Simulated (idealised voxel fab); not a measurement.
Process module heading - voxel self aligned vias
Shown is cross-section cut, with a width of 200 nm and square cells of size 5 nm.
Throughout this document, each cross-section is represented as a grid of square cells and is presented as a sequence of bands enumerated from the top downward, where a band comprises one or more rows of cells. What a band's entry tells you: where the top is and where the bottom is, as heights in nm, and after that what lies inside, material by material from left to right, each with its width in nm. Empty space is written as the word "air", and a single material marked with the word "all across" occupies the band from edge to edge. Height 0 is the level under which the wafer as received is all one material. The lowest band goes on downwards, as in "z 0 and below". Graded width ("30 to 40"): value in top row of band = first number; value in bottom row = second number; row-to-row change constant. "nothing altered" -> step changed no cross-section cell. "Closed void listing" lists enclosed empty spaces (at least 8 cells, no open path upward to the top), each as width x height at distance from the left edge, in nm. Step line, after settings: the simulator's comment on this step. What "overlay nm" on a step's line means: if the step has a mask, that mask lay this far to the right of its planned place, or, when the value is negative, to the left.

## Listed below are the process steps as planned
1: op RECEIVE | material Si
2: op CONFORMAL_DEP | material SiO2 | thk nm 15
3: op CONFORMAL_DEP | material SiCN | thk nm 5
4: op DIRECTIONAL_DEP | material lowk | thk nm 20
5: op PATTERN | tone open | mask id LINES | material resist | width nm 20 | pitch nm 45 | thk nm 20 | overlay nm 0
6: op DIRECTIONAL_ETCH | etch materials lowk | depth nm 20
7: op STRIP | etch materials resist
8: op CONFORMAL_DEP | material TiN | thk nm 5
9: op FILL_DEP | material Ru | thk nm 10
10: op CMP | height nm 40
11: op SELECTIVE_ETCH | etch materials W Ru TiN | depth nm 10
12: op FILL_DEP | material SiN | thk nm 10
13: op CMP | height nm 40
14: op DIRECTIONAL_DEP | material lowk | thk nm 15
15: op MASKED_ETCH | tone open | mask id VIAS | width nm 30 | pitch nm 90 | etch materials lowk | depth nm 15 | overlay nm 0
16: op MASKED_ETCH | tone open | mask id VIAS | width nm 30 | pitch nm 90 | etch materials SiN | depth nm 10 | overlay nm 0
17: op CONFORMAL_DEP | material TiN | thk nm 5
18: op FILL_DEP | material Ru | thk nm 5
19: op CMP | height nm 55
20: op CONFORMAL_DEP | material SiN | thk nm 5

## So this is the incoming wafer in cross-section - it's already been through step 1
  z 0 and below: Si all across
  Closed void listing: none

## Starting wafer: above. Plan: above. Run: one mistake. Cross-section after the module: below
  z 60 to 55: SiN all across
  z 55 to 40: 40 lowk | 5 TiN | 20 Ru | 5 TiN | 60 lowk | 5 TiN | 20 Ru | 5 TiN | 40 lowk
  z 40 to 35: 40 SiN | 10 TiN | 10 Ru | 10 TiN | 60 SiN | 10 TiN | 10 Ru | 10 TiN | 40 SiN
  z 35 to 30: 45 lowk | 20 TiN | 25 lowk | 20 SiN | 25 lowk | 20 TiN | 45 lowk
  z 30 to 20: 45 lowk | 5 TiN | 10 Ru | 5 TiN | 25 lowk | 5 TiN | 10 Ru | 5 TiN | 25 lowk | 5 TiN | 10 Ru | 5 TiN | 45 lowk
  z 20 to 15: 45 lowk | 20 TiN | 25 lowk | 20 TiN | 25 lowk | 20 TiN | 45 lowk
  z 15 to 0: SiO2 all across
  z 0 and below: Si all across
  Closed void listing: none
Finding, execution versus plan: not run: step 3 of the plan (skipped)
